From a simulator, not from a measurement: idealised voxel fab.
process module | voxel wiring stack
cross-section cut | 210 nm wide | cells 5 nm
A cross-section is a grid of square cells, given in bands from the top down. A band is one or more rows of cells.
Each band's line starts with the height of the band's top and of its bottom, in nm. Then come its materials from left to right, each with its width in nm. One material with "throughout" fills the band from edge to edge. "air" is empty space.
Height 0 is the level under which the wafer as received is all one material. The lowest band goes on downwards, as in "0 down".
A width such as "30 to 40" changes by the same amount from each row of cells to the next, from the band's top row to its bottom row.
"no change" after a step means that no cell of the cross-section changed.
closed voids: empty space of 8 cells or more with no open way to the top, each as width x height at its distance from the left edge, in nm
after a step's settings: what the simulator itself notes on the step
overlay nm, on a step with a mask: how far to the right of its planned place the mask lay; to the left if negative
plan
1 op RECEIVE | material Si
2 op CONFORMAL_DEP | material SiO2 | thk nm 15
3 op DIRECTIONAL_DEP | material TiN | thk nm 5
4 op DIRECTIONAL_DEP | material W | thk nm 20
5 op DIRECTIONAL_DEP | material aC | thk nm 10
6 op PATTERN | tone cover | mask id METAL_1 | material resist | width nm 20 | pitch nm 40 | thk nm 25 | overlay nm 0
7 op DIRECTIONAL_ETCH | etch materials aC | depth nm 10
8 op STRIP | etch materials resist
9 op DIRECTIONAL_ETCH | etch materials W | depth nm 20
10 op DIRECTIONAL_ETCH | etch materials TiN | depth nm 5
11 op STRIP | etch materials aC
12 op CONFORMAL_DEP | material SiN | thk nm 5
13 op FILL_DEP | material lowk | thk nm 10
14 op CMP | height nm 40
15 op CONFORMAL_DEP | material SiCN | thk nm 5
16 op DIRECTIONAL_DEP | material lowk | thk nm 25
17 op PATTERN | tone open | mask id METAL_2 | material resist | width nm 20 | pitch nm 40 | thk nm 15 | overlay nm 0
18 op DIRECTIONAL_ETCH | etch materials lowk | depth nm 15
19 op STRIP | etch materials resist
20 op DIRECTIONAL_DEP | material aC | thk nm 15
21 op PATTERN | tone open | mask id METAL_2_HOLES | material resist | width nm 15 | pitch nm 80 | thk nm 30 | overlay nm 0
22 op DIRECTIONAL_ETCH | etch materials aC | depth nm 15
23 op STRIP | etch materials resist
24 op DIRECTIONAL_ETCH | etch materials lowk | depth nm 10
25 op DIRECTIONAL_ETCH | etch materials SiCN | depth nm 5
26 op STRIP | etch materials aC
27 op CONFORMAL_DEP | material TiN | thk nm 5
28 op FILL_DEP | material Cu | thk nm 10
29 op CMP | height nm 70
30 op CONFORMAL_DEP | material SiCN | thk nm 5
31 op DIRECTIONAL_DEP | material lowk | thk nm 10
32 op MASKED_ETCH | tone open | mask id PLUG_2 | width nm 15 | pitch nm 80 | etch materials lowk | depth nm 10 | overlay nm 0
33 op MASKED_ETCH | tone open | mask id PLUG_2 | width nm 15 | pitch nm 80 | etch materials SiCN | depth nm 5 | overlay nm 0
34 op CONFORMAL_DEP | material TiN | thk nm 5
35 op FILL_DEP | material Cu | thk nm 10
36 op CMP | height nm 85
37 op CONFORMAL_DEP | material SiN | thk nm 5
38 op DIRECTIONAL_DEP | material SiO2 | thk nm 20
39 op MASKED_ETCH | tone open | mask id METAL_3 | width nm 20 | pitch nm 40 | etch materials SiO2 | depth nm 20 | overlay nm 0
40 op MASKED_ETCH | tone open | mask id METAL_3 | width nm 20 | pitch nm 40 | etch materials SiN | depth nm 5 | overlay nm 0
41 op CONFORMAL_DEP | material TiN | thk nm 5
42 op FILL_DEP | material Cu | thk nm 10
43 op CMP | height nm 110
44 op CONFORMAL_DEP | material SiCN | thk nm 5
45 op DIRECTIONAL_DEP | material lowk | thk nm 35
46 op PATTERN | tone open | mask id METAL_4_HOLES | material resist | width nm 15 | pitch nm 40 | thk nm 20 | overlay nm 0
47 op DIRECTIONAL_ETCH | etch materials lowk | depth nm 35
48 op STRIP | etch materials resist
49 op DIRECTIONAL_DEP | material aC | thk nm 10
50 op PATTERN | tone open | mask id METAL_4 | material resist | width nm 20 | pitch nm 40 | thk nm 25 | overlay nm 0
51 op DIRECTIONAL_ETCH | etch materials aC | depth nm 10
52 op STRIP | etch materials resist
53 op DIRECTIONAL_ETCH | etch materials lowk | depth nm 20
54 op DIRECTIONAL_ETCH | etch materials SiCN | depth nm 5
55 op STRIP | etch materials aC
56 op CONFORMAL_DEP | material TiN | thk nm 5
57 op FILL_DEP | material Ru | thk nm 10
58 op CMP | height nm 150
59 op CONFORMAL_DEP | material SiN | thk nm 5
as received, after step 1
  0 down: Si throughout
  closed voids: none
a wafer at the end: this start, this plan, one mistake
  170 to 165: SiN throughout
  165 to 155: Ru throughout
  155 to 150: TiN 60 | Ru 10 | TiN 30 | Ru 10 | TiN 30 | Ru 10 | TiN 60
  150 to 135: lowk 55 | TiN 5 | Ru 10 | TiN 5 | lowk 20 | TiN 5 | Ru 10 | TiN 5 | lowk 20 | TiN 5 | Ru 10 | TiN 5 | lowk 55
  135 to 130: lowk 55 | TiN 5 | Ru 5 | TiN 10 | lowk 20 | TiN 5 | Ru 5 | TiN 10 | lowk 20 | TiN 5 | Ru 5 | TiN 10 | lowk 55
  130 to 115: lowk 55 | TiN 5 | Ru 5 | TiN 5 | lowk 25 | TiN 5 | Ru 5 | TiN 5 | lowk 25 | TiN 5 | Ru 5 | TiN 5 | lowk 60
  115 to 110: SiCN 55 | TiN 15 | SiCN 25 | TiN 15 | SiCN 25 | TiN 15 | SiCN 60
  110 to 90: SiO2 55 | TiN 5 | Cu 10 | TiN 5 | SiO2 20 | TiN 5 | Cu 10 | TiN 5 | SiO2 20 | TiN 5 | Cu 10 | TiN 5 | SiO2 55
  90 to 85: SiN 55 | TiN 20 | SiN 20 | TiN 20 | SiN 20 | TiN 20 | SiN 55
  85 to 75: lowk 55 | TiN 5 | Cu 5 | TiN 5 | lowk 65 | TiN 5 | Cu 5 | TiN 5 | lowk 60
  75 to 70: SiCN 55 | TiN 15 | SiCN 65 | TiN 15 | SiCN 60
  70 to 60: lowk 55 | TiN 5 | Cu 10 | TiN 5 | lowk 20 | TiN 5 | Cu 10 | TiN 5 | lowk 20 | TiN 5 | Cu 10 | TiN 5 | lowk 55
  60 to 55: lowk 55 | TiN 5 | Cu 5 | TiN 10 | lowk 20 | TiN 20 | lowk 20 | TiN 5 | Cu 5 | TiN 10 | lowk 55
  55 to 45: lowk 55 | TiN 5 | Cu 5 | TiN 5 | lowk 65 | TiN 5 | Cu 5 | TiN 5 | lowk 60
  45 to 40: SiCN 55 | TiN 15 | SiCN 65 | TiN 15 | SiCN 60
  40 to 20: lowk 50 | SiN 5 | W 20 | SiN 5 | lowk 10 | SiN 5 | W 20 | SiN 5 | lowk 10 | SiN 5 | W 20 | SiN 5 | lowk 50
  20 to 15: SiN 55 | TiN 20 | SiN 20 | TiN 20 | SiN 20 | TiN 20 | SiN 55
  15 to 0: SiO2 throughout
  0 down: Si throughout
  closed voids: none
what went wrong: step 58 was left out
